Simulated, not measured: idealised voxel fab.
Process module, titled voxel released beams
It is cross-section cut that appears here, measuring 140 nm in width, its square cells being 5 nm in size.
Cross-section spec: square-cell grid; bands listed top down; each band is one or more rows.
Read a band's entry like this: the first values are the height of its top and the height of its bottom in nm, and what follows is the sequence of materials from left to right, each with its width in nm. Note that "empty" is empty space, and that a single material marked "full width" reaches across the band from edge to edge.
Note: height 0 marks the level under which the wafer is uniformly one material as received. Lowest band unbounded below, written "0..down".
Think of "30 to 40" as a width that walks from the first number to the second as you go down the band, top row to bottom row, taking equal-sized steps from row to row.
A step reported as "no change" is a step in which no cell of the cross-section changed.
Each empty space that has no open way to the top and spans at least 8 cells appears under "Catalogued sealed voids" as width x height at distance, the distance counted from the left edge, all in nm.
Text after the settings on a step's line: the simulator's own remark on that step.
overlay nm: right-of-plan distance of the mask on a masked step; negative values mean left-of-plan.
**Steps in the process plan**
1 RECEIVE, material Si
2 CONFORMAL_DEP, material Al2O3, thk nm 10
3 DIRECTIONAL_DEP, material SiO2, thk nm 15
4 MASKED_ETCH, tone open, mask id ANCHOR, width nm 25, etch materials SiO2, depth nm 15, overlay nm 0
5 CONFORMAL_DEP, material W, thk nm 10
6 MASKED_ETCH, tone cover, mask id BEAM, width nm 70, etch materials W, depth nm 10, overlay nm 0
7 STRIP, etch materials SiO2
**Below: the first of two wafers, run as planned**
**As-received wafer cross-section (after step 1)**
    0..down = Si full width
    Catalogued sealed voids: none
**Step 2 done - wafer cross-section**
    10..0 = Al2O3 full width
    Anything lower than 0 is untouched.
**Step 3 done - wafer cross-section**
    25..10 = SiO2 full width
    Anything lower than 10 is untouched.
**Step 4 done - wafer cross-section**
    25..10 = 35 of SiO2, 25 of empty, 80 of SiO2
    Anything lower than 10 is untouched.
**Step 5 done - wafer cross-section**
    35..25 = 45 of W, 5 of empty, 90 of W
    25..20 = 35 of SiO2, 10 of W, 5 of empty, 10 of W, 80 of SiO2
    20..10 = 35 of SiO2, 25 of W, 80 of SiO2
    Anything lower than 10 is untouched.
**Step 6 done - wafer cross-section**
    35..25 = 30 of empty, 15 of W, 5 of empty, 50 of W, 40 of empty
    Anything lower than 25 is untouched.
**Step 7 done - wafer cross-section**
    35..25 = 30 of empty, 15 of W, 5 of empty, 50 of W, 40 of empty
    25..20 = 35 of empty, 10 of W, 5 of empty, 10 of W, 80 of empty
    20..10 = 35 of empty, 25 of W, 80 of empty
    Anything lower than 10 is untouched.
**Now the other wafer: same start, same recipe, but we messed up one thing when running it. Up to and including step 5 it's the same as the first one**
**The second wafer cut through, at the time step 6 was supposed to be finished**
    35..25 = 30 of W, 70 of empty, 40 of W
    25..10 = 35 of SiO2, 10 of W, 5 of empty, 10 of W, 80 of SiO2
    Anything lower than 10 is untouched.
**The second wafer cut through, at the time step 7 was supposed to be finished**
    25..10 = 35 of empty, 10 of W, 5 of empty, 10 of W, 80 of empty
    Anything lower than 10 is untouched.
Nonconformance to the process plan: contrary to plan, step 6 was performed as MASKED_ETCH, tone open, mask id BEAM, width nm 70, etch materials W, depth nm 10, overlay nm 0
Wrapping up, a cell-based count of both wafers puts the second over or under the first for these materials: W: 28 fewer
